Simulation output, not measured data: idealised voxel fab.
Proc. module: voxel fin reveal
Xsec cut, 160 nm wide, square cell size 5 nm.
Think of the cross-section as a grid of square cells. We describe it in bands, top to bottom, and each band covers one or more rows of those cells. Top height, bottom height, nm. Materials left to right, width each, nm. Single material + "throughout" = fills band edge to edge. "empty" = empty. Heights are reckoned from 0. Under this level, the received wafer is all of one material. The bottommost band is open-ended downward, for example "top 0, no bottom". The notation "30 to 40" denotes a width that varies across the rows of cells in the band, beginning at the first number in the top row, finishing at the second number in the bottom row, and changing by an identical amount from each row to the next. Any step labelled "everything unchanged" changed none of the cells in the cross-section. Reported under the label "Voids, sealed" are the empty spaces having no open way to the top and comprising 8 cells or more; the notation for each is width x height at distance, in which the distance is measured from the left edge and all three values are in nm. after a step's settings: what the simulator itself notes on the step. What "overlay nm" on a step's line means: if the step has a mask, that mask lay this far to the right of its planned place, or, when the value is negative, to the left.

**Process steps (planned)**
1: RECEIVE | material Si
2: CONFORMAL_DEP | material SiN | thk nm 5
3: MASKED_ETCH | tone cover | mask id FINS | width nm 15 | pitch nm 45 | etch materials SiN | depth nm 5 | overlay nm 0
4: MASKED_ETCH | tone cover | mask id FINS | width nm 15 | pitch nm 45 | etch materials Si | depth nm 30 | overlay nm 0
5: OXIDIZE | depth nm 5
6: FILL_DEP | material SiO2 | thk nm 10
7: CMP | height nm 5
8: SELECTIVE_ETCH | etch materials SiO2 | depth nm 25
9: STRIP | etch materials SiN
10: CONFORMAL_DEP | material SiO2 | thk nm 5

**First of two wafers, with the run carried out as planned**

**As-received state of the wafer in cross-section, equivalent to post-step 1**
  top 0, no bottom = Si throughout
  Voids, sealed: none

**Cross-section of the wafer after step 2**
  top 5, bottom 0 = SiN throughout
  Below 0, no change.

**Cross-section of the wafer after step 3**
  top 5, bottom 0 = empty (50); SiN (15); empty (30); SiN (15); empty (50)
  Below 0, no change.

**Cross-section of the wafer after step 4**
  top 5, bottom 0 = empty (50); SiN (15); empty (30); SiN (15); empty (50)
  top 0, bottom -30 = empty (50); Si (15); empty (30); Si (15); empty (50)
  Below -30, no change.

**Cross-section of the wafer after step 5**
  top 5, bottom 0 = empty (50); SiN (15); empty (30); SiN (15); empty (50)
  top 0, bottom -30 = empty (50); SiO2 (5); Si (5); SiO2 (5); empty (30); SiO2 (5); Si (5); SiO2 (5); empty (50)
  top -30, bottom -35 = SiO2 (55); Si (5); SiO2 (40); Si (5); SiO2 (55)
  Below -35, no change.

**Cross-section of the wafer after step 6**
  top 15, bottom 5 = SiO2 throughout
  top 5, bottom 0 = SiO2 (50); SiN (15); SiO2 (30); SiN (15); SiO2 (50)
  top 0, bottom -35 = SiO2 (55); Si (5); SiO2 (40); Si (5); SiO2 (55)
  Below -35, no change.

**Cross-section of the wafer after step 7**
  top 5, bottom 0 = SiO2 (50); SiN (15); SiO2 (30); SiN (15); SiO2 (50)
  Below 0, no change.

**Cross-section of the wafer after step 8**
  top 5, bottom 0 = empty (50); SiN (15); empty (30); SiN (15); empty (50)
  top 0, bottom -20 = empty (55); Si (5); empty (40); Si (5); empty (55)
  Below -20, no change.

**Cross-section of the wafer after step 9**
  top 0, bottom -20 = empty (55); Si (5); empty (40); Si (5); empty (55)
  Below -20, no change.

**Cross-section of the wafer after step 10**
  top 5, bottom 0 = empty (50); SiO2 (15); empty (30); SiO2 (15); empty (50)
  top 0, bottom -15 = empty (50); SiO2 (5); Si (5); SiO2 (5); empty (30); SiO2 (5); Si (5); SiO2 (5); empty (50)
  top -15, bottom -35 = SiO2 (55); Si (5); SiO2 (40); Si (5); SiO2 (55)
  Below -35, no change.

**Second Wafer (Identical Start and Plan, One Processing Error; Matches First Wafer Through Step 7)**

**Cross-section: second wafer, time at which step 8 was scheduled to end**
  top 5, bottom 0 = empty (50); SiN (15); empty (30); SiN (15); empty (50)
  top 0, bottom -35 = empty (55); Si (5); empty (40); Si (5); empty (55)
  Below -35, no change.

**Cross-section: second wafer, time at which step 9 was scheduled to end**
  top 0, bottom -35 = empty (55); Si (5); empty (40); Si (5); empty (55)
  Below -35, no change.

**Cross-section: second wafer, time at which step 10 was scheduled to end**
  top 5, bottom 0 = empty (50); SiO2 (15); empty (30); SiO2 (15); empty (50)
  top 0, bottom -30 = empty (50); SiO2 (5); Si (5); SiO2 (5); empty (30); SiO2 (5); Si (5); SiO2 (5); empty (50)
  top -30, bottom -35 = SiO2 (55); Si (5); SiO2 (40); Si (5); SiO2 (55)
  Below -35, no change.
Finding, execution versus plan: twice, step 8 of the plan was run
Looking at both finished wafers in cells, the second ends up ahead of or behind the first on some materials: -78 SiO2
